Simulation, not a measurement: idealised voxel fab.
Module name: voxel wiring stack (process module)
Pictured: cross-section cut, 165 nm wide, on a grid of 5 nm square cells.
Reading order for cross-sections: top band down to bottom band. Underlying form: a grid of square cells. Band size: one or more rows of cells.
Heights first: top, then bottom, in nm. Then materials, left to right, each with a width in nm. "edge to edge" on a single material: fills the band edge to edge. "blank": empty space.
Beneath 0, the wafer as received is one material, and that level is where height counting begins. The lowest band goes on downward without a bottom; it is written like "0 and below".
Quick explanation for "30 to 40": the width changes in equal steps down the rows of cells, from the first number in the band's top row to the second number in its bottom row.
A step reported as "no modification" is a step in which no cell of the cross-section changed.
Voids not open to the top, 8 cells minimum: see "Sealed void inventory". Written width x height at distance; distance is from the left edge; nm.
Heads up: the bit after the settings on a step's line is the simulator's remark on that step.
Among the settings permitted on a step's line is "overlay nm"; applied to a step with a mask, it specifies the extent to which the mask lay to the right of its planned position, whereas a negative figure signifies a position to the left.

# Steps in the process plan
1 RECEIVE (material Si)
2 CONFORMAL_DEP (material SiO2; thk nm 15)
3 DIRECTIONAL_DEP (material TiN; thk nm 5)
4 DIRECTIONAL_DEP (material W; thk nm 15)
5 PATTERN (tone cover; mask id METAL_1; material resist; width nm 30; pitch nm 50; thk nm 15; overlay nm 0)
6 DIRECTIONAL_ETCH (etch materials W; depth nm 15)
7 DIRECTIONAL_ETCH (etch materials TiN; depth nm 5)
8 STRIP (etch materials resist)
9 FILL_DEP (material lowk; thk nm 5)
10 CMP (height nm 35)
11 CONFORMAL_DEP (material SiCN; thk nm 5)
12 DIRECTIONAL_DEP (material SiO2; thk nm 25)
13 MASKED_ETCH (tone open; mask id METAL_2_HOLES; width nm 15; pitch nm 50; etch materials SiO2; depth nm 25; overlay nm 0)
14 PATTERN (tone open; mask id METAL_2; material resist; width nm 30; pitch nm 50; thk nm 15; overlay nm 0)
15 DIRECTIONAL_ETCH (etch materials SiO2; depth nm 15)
16 DIRECTIONAL_ETCH (etch materials SiCN; depth nm 5)
17 STRIP (etch materials resist)
18 CONFORMAL_DEP (material TiN; thk nm 5)
19 FILL_DEP (material Cu; thk nm 5)
20 CMP (height nm 65)
21 CONFORMAL_DEP (material SiCN; thk nm 5)
22 DIRECTIONAL_DEP (material lowk; thk nm 20)
23 PATTERN (tone open; mask id PLUG_2; material resist; width nm 15; pitch nm 50; thk nm 15; overlay nm 0)
24 DIRECTIONAL_ETCH (etch materials lowk; depth nm 20)
25 DIRECTIONAL_ETCH (etch materials SiCN; depth nm 5)
26 STRIP (etch materials resist)
27 EPI (material Ru; thk nm 10)
28 EPI (material Ru; thk nm 10)
29 EPI (material Ru; thk nm 5)
30 DIRECTIONAL_DEP (material TiN; thk nm 5)
31 DIRECTIONAL_DEP (material Ru; thk nm 20)
32 MASKED_ETCH (tone cover; mask id METAL_3; width nm 30; pitch nm 50; etch materials Ru; depth nm 20; overlay nm 0)
33 MASKED_ETCH (tone cover; mask id METAL_3; width nm 30; pitch nm 50; etch materials TiN; depth nm 5; overlay nm 0)
34 FILL_DEP (material SiO2; thk nm 5)
35 CMP (height nm 115)
36 CONFORMAL_DEP (material SiCN; thk nm 5)

# So, the first of our two wafers, run just as we planned it

# Here's what the wafer looked like in cross-section when it arrived - that's after step 1
> 0 and below  Si edge to edge
> Sealed void inventory: none

# Wafer after step 2 (cross-section)
> 15 down to 0  SiO2 edge to edge
> Anything lower than 0 is untouched.

# Wafer after step 3 (cross-section)
> 20 down to 15  TiN edge to edge
> Anything lower than 15 is untouched.

# Wafer after step 4 (cross-section)
> 35 down to 20  W edge to edge
> Anything lower than 20 is untouched.

# Wafer after step 5 (cross-section)
> 50 down to 35  40 of blank / 30 of resist / 20 of blank / 30 of resist / 45 of blank
> Anything lower than 35 is untouched.

# Wafer after step 6 (cross-section)
> 50 down to 35  40 of blank / 30 of resist / 20 of blank / 30 of resist / 45 of blank
> 35 down to 20  40 of blank / 30 of W / 20 of blank / 30 of W / 45 of blank
> Anything lower than 20 is untouched.

# Wafer after step 7 (cross-section)
> 50 down to 35  40 of blank / 30 of resist / 20 of blank / 30 of resist / 45 of blank
> 35 down to 20  40 of blank / 30 of W / 20 of blank / 30 of W / 45 of blank
> 20 down to 15  40 of blank / 30 of TiN / 20 of blank / 30 of TiN / 45 of blank
> Anything lower than 15 is untouched.

# Wafer after step 8 (cross-section)
> 35 down to 20  40 of blank / 30 of W / 20 of blank / 30 of W / 45 of blank
> Anything lower than 20 is untouched.

# Wafer after step 9 (cross-section)
> 40 down to 35  lowk edge to edge
> 35 down to 20  40 of lowk / 30 of W / 20 of lowk / 30 of W / 45 of lowk
> 20 down to 15  40 of lowk / 30 of TiN / 20 of lowk / 30 of TiN / 45 of lowk
> Anything lower than 15 is untouched.

# Wafer after step 10 (cross-section)
> 35 down to 20  40 of lowk / 30 of W / 20 of lowk / 30 of W / 45 of lowk
> Anything lower than 20 is untouched.

# Wafer after step 11 (cross-section)
> 40 down to 35  SiCN edge to edge
> Anything lower than 35 is untouched.

# Wafer after step 12 (cross-section)
> 65 down to 40  SiO2 edge to edge
> Anything lower than 40 is untouched.

# Wafer after step 13 (cross-section)
> 65 down to 40  40 of SiO2 / 15 of blank / 35 of SiO2 / 15 of blank / 60 of SiO2
> Anything lower than 40 is untouched.

# Wafer after step 14 (cross-section)
> 80 down to 65  40 of resist / 30 of blank / 20 of resist / 30 of blank / 45 of resist
> Anything lower than 65 is untouched.

# Wafer after step 15 (cross-section)
> 80 down to 65  40 of resist / 30 of blank / 20 of resist / 30 of blank / 45 of resist
> 65 down to 50  40 of SiO2 / 30 of blank / 20 of SiO2 / 30 of blank / 45 of SiO2
> Anything lower than 50 is untouched.

# Wafer after step 16 (cross-section)
> 80 down to 65  40 of resist / 30 of blank / 20 of resist / 30 of blank / 45 of resist
> 65 down to 50  40 of SiO2 / 30 of blank / 20 of SiO2 / 30 of blank / 45 of SiO2
> 50 down to 40  40 of SiO2 / 15 of blank / 35 of SiO2 / 15 of blank / 60 of SiO2
> 40 down to 35  40 of SiCN / 15 of blank / 35 of SiCN / 15 of blank / 60 of SiCN
> Anything lower than 35 is untouched.

# Wafer after step 17 (cross-section)
> 65 down to 50  40 of SiO2 / 30 of blank / 20 of SiO2 / 30 of blank / 45 of SiO2
> Anything lower than 50 is untouched.

# Wafer after step 18 (cross-section)
> 70 down to 65  45 of TiN / 20 of blank / 30 of TiN / 20 of blank / 50 of TiN
> 65 down to 55  40 of SiO2 / 5 of TiN / 20 of blank / 5 of TiN / 20 of SiO2 / 5 of TiN / 20 of blank / 5 of TiN / 45 of SiO2
> 55 down to 50  40 of SiO2 / 5 of TiN / 5 of blank / 20 of TiN / 20 of SiO2 / 5 of TiN / 5 of blank / 20 of TiN / 45 of SiO2
> 50 down to 40  40 of SiO2 / 5 of TiN / 5 of blank / 5 of TiN / 35 of SiO2 / 5 of TiN / 5 of blank / 5 of TiN / 60 of SiO2
> 40 down to 35  40 of SiCN / 15 of TiN / 35 of SiCN / 15 of TiN / 60 of SiCN
> Anything lower than 35 is untouched.

# Wafer after step 19 (cross-section)
> 75 down to 70  Cu edge to edge
> 70 down to 65  45 of TiN / 20 of Cu / 30 of TiN / 20 of Cu / 50 of TiN
> 65 down to 55  40 of SiO2 / 5 of TiN / 20 of Cu / 5 of TiN / 20 of SiO2 / 5 of TiN / 20 of Cu / 5 of TiN / 45 of SiO2
> 55 down to 50  40 of SiO2 / 5 of TiN / 5 of Cu / 20 of TiN / 20 of SiO2 / 5 of TiN / 5 of Cu / 20 of TiN / 45 of SiO2
> 50 down to 40  40 of SiO2 / 5 of TiN / 5 of Cu / 5 of TiN / 35 of SiO2 / 5 of TiN / 5 of Cu / 5 of TiN / 60 of SiO2
> Anything lower than 40 is untouched.

# Wafer after step 20 (cross-section)
> 65 down to 55  40 of SiO2 / 5 of TiN / 20 of Cu / 5 of TiN / 20 of SiO2 / 5 of TiN / 20 of Cu / 5 of TiN / 45 of SiO2
> Anything lower than 55 is untouched.

# Wafer after step 21 (cross-section)
> 70 down to 65  SiCN edge to edge
> Anything lower than 65 is untouched.

# Wafer after step 22 (cross-section)
> 90 down to 70  lowk edge to edge
> Anything lower than 70 is untouched.

# Wafer after step 23 (cross-section)
> 105 down to 90  40 of resist / 15 of blank / 35 of resist / 15 of blank / 60 of resist
> Anything lower than 90 is untouched.

# Wafer after step 24 (cross-section)
> 105 down to 90  40 of resist / 15 of blank / 35 of resist / 15 of blank / 60 of resist
> 90 down to 70  40 of lowk / 15 of blank / 35 of lowk / 15 of blank / 60 of lowk
> Anything lower than 70 is untouched.

# Wafer after step 25 (cross-section)
> 105 down to 90  40 of resist / 15 of blank / 35 of resist / 15 of blank / 60 of resist
> 90 down to 70  40 of lowk / 15 of blank / 35 of lowk / 15 of blank / 60 of lowk
> 70 down to 65  40 of SiCN / 15 of blank / 35 of SiCN / 15 of blank / 60 of SiCN
> Anything lower than 65 is untouched.

# Wafer after step 26 (cross-section)
> 90 down to 70  40 of lowk / 15 of blank / 35 of lowk / 15 of blank / 60 of lowk
> Anything lower than 70 is untouched.

# Wafer after step 27 (cross-section)
> 90 down to 75  40 of lowk / 15 of blank / 35 of lowk / 15 of blank / 60 of lowk
> 75 down to 70  40 of lowk / 15 of Ru / 35 of lowk / 15 of Ru / 60 of lowk
> 70 down to 65  40 of SiCN / 15 of Ru / 35 of SiCN / 15 of Ru / 60 of SiCN
> Anything lower than 65 is untouched.

# Wafer after step 28 (cross-section)
> 90 down to 85  40 of lowk / 15 of blank / 35 of lowk / 15 of blank / 60 of lowk
> 85 down to 70  40 of lowk / 15 of Ru / 35 of lowk / 15 of Ru / 60 of lowk
> Anything lower than 70 is untouched.

# Wafer after step 29 (cross-section)
> 90 down to 70  40 of lowk / 15 of Ru / 35 of lowk / 15 of Ru / 60 of lowk
> Anything lower than 70 is untouched.

# Wafer after step 30 (cross-section)
> 95 down to 90  TiN edge to edge
> Anything lower than 90 is untouched.

# Wafer after step 31 (cross-section)
> 115 down to 95  Ru edge to edge
> Anything lower than 95 is untouched.

# Wafer after step 32 (cross-section)
> 115 down to 95  40 of blank / 30 of Ru / 20 of blank / 30 of Ru / 45 of blank
> Anything lower than 95 is untouched.

# Wafer after step 33 (cross-section)
> 115 down to 95  40 of blank / 30 of Ru / 20 of blank / 30 of Ru / 45 of blank
> 95 down to 90  40 of blank / 30 of TiN / 20 of blank / 30 of TiN / 45 of blank
> Anything lower than 90 is untouched.

# Wafer after step 34 (cross-section)
> 120 down to 115  SiO2 edge to edge
> 115 down to 95  40 of SiO2 / 30 of Ru / 20 of SiO2 / 30 of Ru / 45 of SiO2
> 95 down to 90  40 of SiO2 / 30 of TiN / 20 of SiO2 / 30 of TiN / 45 of SiO2
> Anything lower than 90 is untouched.

# Wafer after step 35 (cross-section)
> 115 down to 95  40 of SiO2 / 30 of Ru / 20 of SiO2 / 30 of Ru / 45 of SiO2
> Anything lower than 95 is untouched.

# Wafer after step 36 (cross-section)
> 120 down to 115  SiCN edge to edge
> Anything lower than 115 is untouched.

# Wafer two. Same start, same plan, one slip in execution. Same as wafer one through step 12, inclusive

# Cross-section, second wafer, at the end time the plan gives for step 13
> 65 down to 40  35 of SiO2 / 25 of blank / 25 of SiO2 / 25 of blank / 55 of SiO2
> Anything lower than 40 is untouched.

# Cross-section, second wafer, at the end time the plan gives for step 14
> 80 down to 65  40 of resist / 30 of blank / 20 of resist / 30 of blank / 45 of resist
> 65 down to 40  35 of SiO2 / 5 of resist / 20 of blank / 25 of SiO2 / 5 of resist / 20 of blank / 55 of SiO2
> Anything lower than 40 is untouched.

# Cross-section, second wafer, at the end time the plan gives for step 15
> 80 down to 65  40 of resist / 30 of blank / 20 of resist / 30 of blank / 45 of resist
> 65 down to 50  35 of SiO2 / 5 of resist / 30 of blank / 15 of SiO2 / 5 of resist / 30 of blank / 45 of SiO2
> Anything lower than 50 is untouched.

# Cross-section, second wafer, at the end time the plan gives for step 16
> 80 down to 65  40 of resist / 30 of blank / 20 of resist / 30 of blank / 45 of resist
> 65 down to 50  35 of SiO2 / 5 of resist / 30 of blank / 15 of SiO2 / 5 of resist / 30 of blank / 45 of SiO2
> 50 down to 40  35 of SiO2 / 5 of resist / 20 of blank / 25 of SiO2 / 5 of resist / 20 of blank / 55 of SiO2
> 40 down to 35  40 of SiCN / 20 of blank / 30 of SiCN / 20 of blank / 55 of SiCN
> Anything lower than 35 is untouched.

# Cross-section, second wafer, at the end time the plan gives for step 17
> 65 down to 50  35 of SiO2 / 35 of blank / 15 of SiO2 / 35 of blank / 45 of SiO2
> 50 down to 40  35 of SiO2 / 25 of blank / 25 of SiO2 / 25 of blank / 55 of SiO2
> Anything lower than 40 is untouched.

# Cross-section, second wafer, at the end time the plan gives for step 18
> 70 down to 65  40 of TiN / 25 of blank / 25 of TiN / 25 of blank / 50 of TiN
> 65 down to 55  35 of SiO2 / 5 of TiN / 25 of blank / 5 of TiN / 15 of SiO2 / 5 of TiN / 25 of blank / 5 of TiN / 45 of SiO2
> 55 down to 45  35 of SiO2 / 5 of TiN / 15 of blank / 15 to 5 of TiN / 15 to 25 of SiO2 / 5 of TiN / 15 of blank / 15 to 5 of TiN / 45 to 55 of SiO2
> 45 down to 40  35 of SiO2 / 10 of TiN / 10 of blank / 5 of TiN / 25 of SiO2 / 10 of TiN / 10 of blank / 5 of TiN / 55 of SiO2
> 40 down to 35  40 of SiCN / 20 of TiN / 30 of SiCN / 20 of TiN / 55 of SiCN
> Anything lower than 35 is untouched.

# Cross-section, second wafer, at the end time the plan gives for step 19
> 75 down to 70  Cu edge to edge
> 70 down to 65  40 of TiN / 25 of Cu / 25 of TiN / 25 of Cu / 50 of TiN
> 65 down to 55  35 of SiO2 / 5 of TiN / 25 of Cu / 5 of TiN / 15 of SiO2 / 5 of TiN / 25 of Cu / 5 of TiN / 45 of SiO2
> 55 down to 45  35 of SiO2 / 5 of TiN / 15 of Cu / 15 to 5 of TiN / 15 to 25 of SiO2 / 5 of TiN / 15 of Cu / 15 to 5 of TiN / 45 to 55 of SiO2
> 45 down to 40  35 of SiO2 / 10 of TiN / 10 of Cu / 5 of TiN / 25 of SiO2 / 10 of TiN / 10 of Cu / 5 of TiN / 55 of SiO2
> Anything lower than 40 is untouched.

# Cross-section, second wafer, at the end time the plan gives for step 20
> 65 down to 55  35 of SiO2 / 5 of TiN / 25 of Cu / 5 of TiN / 15 of SiO2 / 5 of TiN / 25 of Cu / 5 of TiN / 45 of SiO2
> Anything lower than 55 is untouched.

# Cross-section, second wafer, at the end time the plan gives for step 21
> 70 down to 65  SiCN edge to edge
> Anything lower than 65 is untouched.

# Cross-section, second wafer, at the end time the plan gives for step 22
> 90 down to 70  lowk edge to edge
> Anything lower than 70 is untouched.

# Cross-section, second wafer, at the end time the plan gives for step 23
> 105 down to 90  40 of resist / 15 of blank / 35 of resist / 15 of blank / 60 of resist
> Anything lower than 90 is untouched.

# Cross-section, second wafer, at the end time the plan gives for step 24
> 105 down to 90  40 of resist / 15 of blank / 35 of resist / 15 of blank / 60 of resist
> 90 down to 70  40 of lowk / 15 of blank / 35 of lowk / 15 of blank / 60 of lowk
> Anything lower than 70 is untouched.

# Cross-section, second wafer, at the end time the plan gives for step 25
> 105 down to 90  40 of resist / 15 of blank / 35 of resist / 15 of blank / 60 of resist
> 90 down to 70  40 of lowk / 15 of blank / 35 of lowk / 15 of blank / 60 of lowk
> 70 down to 65  40 of SiCN / 15 of blank / 35 of SiCN / 15 of blank / 60 of SiCN
> Anything lower than 65 is untouched.

# Cross-section, second wafer, at the end time the plan gives for step 26
> 90 down to 70  40 of lowk / 15 of blank / 35 of lowk / 15 of blank / 60 of lowk
> Anything lower than 70 is untouched.

# Cross-section, second wafer, at the end time the plan gives for step 27
> 90 down to 75  40 of lowk / 15 of blank / 35 of lowk / 15 of blank / 60 of lowk
> 75 down to 70  40 of lowk / 15 of Ru / 35 of lowk / 15 of Ru / 60 of lowk
> 70 down to 65  40 of SiCN / 15 of Ru / 35 of SiCN / 15 of Ru / 60 of SiCN
> Anything lower than 65 is untouched.

# Cross-section, second wafer, at the end time the plan gives for step 28
> 90 down to 85  40 of lowk / 15 of blank / 35 of lowk / 15 of blank / 60 of lowk
> 85 down to 70  40 of lowk / 15 of Ru / 35 of lowk / 15 of Ru / 60 of lowk
> Anything lower than 70 is untouched.

# Cross-section, second wafer, at the end time the plan gives for step 29
> 90 down to 70  40 of lowk / 15 of Ru / 35 of lowk / 15 of Ru / 60 of lowk
> Anything lower than 70 is untouched.

# Cross-section, second wafer, at the end time the plan gives for step 30
> 95 down to 90  TiN edge to edge
> Anything lower than 90 is untouched.

# Cross-section, second wafer, at the end time the plan gives for step 31
> 115 down to 95  Ru edge to edge
> Anything lower than 95 is untouched.

# Cross-section, second wafer, at the end time the plan gives for step 32
> 115 down to 95  40 of blank / 30 of Ru / 20 of blank / 30 of Ru / 45 of blank
> Anything lower than 95 is untouched.

# Cross-section, second wafer, at the end time the plan gives for step 33
> 115 down to 95  40 of blank / 30 of Ru / 20 of blank / 30 of Ru / 45 of blank
> 95 down to 90  40 of blank / 30 of TiN / 20 of blank / 30 of TiN / 45 of blank
> Anything lower than 90 is untouched.

# Cross-section, second wafer, at the end time the plan gives for step 34
> 120 down to 115  SiO2 edge to edge
> 115 down to 95  40 of SiO2 / 30 of Ru / 20 of SiO2 / 30 of Ru / 45 of SiO2
> 95 down to 90  40 of SiO2 / 30 of TiN / 20 of SiO2 / 30 of TiN / 45 of SiO2
> Anything lower than 90 is untouched.

# Cross-section, second wafer, at the end time the plan gives for step 35
> 115 down to 95  40 of SiO2 / 30 of Ru / 20 of SiO2 / 30 of Ru / 45 of SiO2
> Anything lower than 95 is untouched.

# Cross-section, second wafer, at the end time the plan gives for step 36
> 120 down to 115  SiCN edge to edge
> Anything lower than 115 is untouched.
Run error: in deviation from the planned setting, step 13 was conducted as MASKED_ETCH (tone open; mask id METAL_2_HOLES; width nm 25; pitch nm 50; etch materials SiO2; depth nm 25; overlay nm 0)
Per the end-of-run cell counts, the second wafer holds more or fewer of some materials than the first: +14 Cu; -2 SiCN; -14 SiO2; +2 TiN
